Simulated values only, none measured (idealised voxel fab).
The following process module bears the name voxel ribs on slabs.
The width of the displayed cross-section, cut, is 160 nm; its cells are square, with a size of 5 nm.
Cross-section, as written here: a square-cell grid given band by band from the top down, where a band holds one or more rows of cells. Within each band entry, the heights of the top and of the bottom of the band appear first, in that order and in nm; the materials of the band then follow from left to right, each with its corresponding width in nm. The designation "everywhere" on a single material indicates that it fills the band from edge to edge; the designation "air" indicates empty space. Zero point of the height axis is 0; under it, received wafer = one material. Lowest band: continues down indefinitely, "from 0 down". Graded width ("30..40"): value in top row of band = first number; value in bottom row = second number; row-to-row change constant. Take "nothing was modified" at face value: in the step it is given for, the cross-section changed in none of its cells. Entrapped void list: empty space of 8 cells or more with no open way to the top, each as width x height at its distance from the left edge, in nm. What comes after the settings on a step's line is commentary from the simulator itself on that step. A step line may carry the setting "overlay nm", which, for steps involving a mask, states the distance by which the mask lay to the right of its intended position; negative values denote displacement to the left.
Below is the list of planned process steps
1 op RECEIVE | material Si
2 op DIRECTIONAL_DEP | material SiO2 | thk nm 20
3 op DIRECTIONAL_DEP | material SiN | thk nm 20
4 op MASKED_ETCH | tone cover | mask id RIB | width nm 25 | etch materials SiN | depth nm 10 | overlay nm 0
5 op PATTERN | tone cover | mask id SLAB | material resist | width nm 65 | thk nm 20 | overlay nm 0
6 op DIRECTIONAL_ETCH | etch materials SiN | depth nm 10
7 op STRIP | etch materials resist
8 op FILL_DEP | material SiO2 | thk nm 20
9 op CMP | height nm 50
10 op DIRECTIONAL_DEP | material TiN | thk nm 10
11 op MASKED_ETCH | tone cover | mask id HEATER | width nm 25 | etch materials TiN | depth nm 10 | overlay nm 0
12 op CONFORMAL_DEP | material SiN | thk nm 5
All wafers enter the flow in the same state. The width nm at step 11 differs from wafer to wafer, and the plan gives the value for the first wafer.
Cross-sectional view of the first of several wafers in the as-received condition, corresponding to the state following step 1
  from 0 down | Si everywhere
  Entrapped void list: none
Cross-section of the first of several wafers, taken after step 12, where the module ends
  from 65 to 60 | 60 nm air  35 nm SiN  65 nm air
  from 60 to 55 | 60 nm air  5 nm SiN  25 nm TiN  5 nm SiN  65 nm air
  from 55 to 50 | 65 nm SiN  25 nm TiN  70 nm SiN
  from 50 to 40 | SiO2 everywhere
  from 40 to 30 | 65 nm SiO2  25 nm SiN  70 nm SiO2
  from 30 to 20 | 45 nm SiO2  65 nm SiN  50 nm SiO2
  from 20 to 0 | SiO2 everywhere
  from 0 down | Si everywhere
  Entrapped void list: none
Wafer cross-section (last wafer, module end)
  from 65 to 60 | 50 nm air  60 nm SiN  50 nm air
  from 60 to 55 | 50 nm air  5 nm SiN  50 nm TiN  5 nm SiN  50 nm air
  from 55 to 50 | 55 nm SiN  50 nm TiN  55 nm SiN
  from 50 to 40 | SiO2 everywhere
  from 40 to 30 | 65 nm SiO2  25 nm SiN  70 nm SiO2
  from 30 to 20 | 45 nm SiO2  65 nm SiN  50 nm SiO2
  from 20 to 0 | SiO2 everywhere
  from 0 down | Si everywhere
  Entrapped void list: none
Note: the following table is arranged by wafer, a row apiece. Each row reports the end-of-module state: per material, cells gained (+) or cells lost (-) compared with the wafer as received; closed voids follow
width nm 25, +72 SiN, +284 SiO2, +10 TiN, Entrapped void list: none
width nm 30, +72 SiN, +284 SiO2, +12 TiN, Entrapped void list: none
width nm 35, +72 SiN, +284 SiO2, +14 TiN, Entrapped void list: none
width nm 40, +72 SiN, +284 SiO2, +16 TiN, Entrapped void list: none
width nm 45, +72 SiN, +284 SiO2, +18 TiN, Entrapped void list: none
width nm 50, +72 SiN, +284 SiO2, +20 TiN, Entrapped void list: none
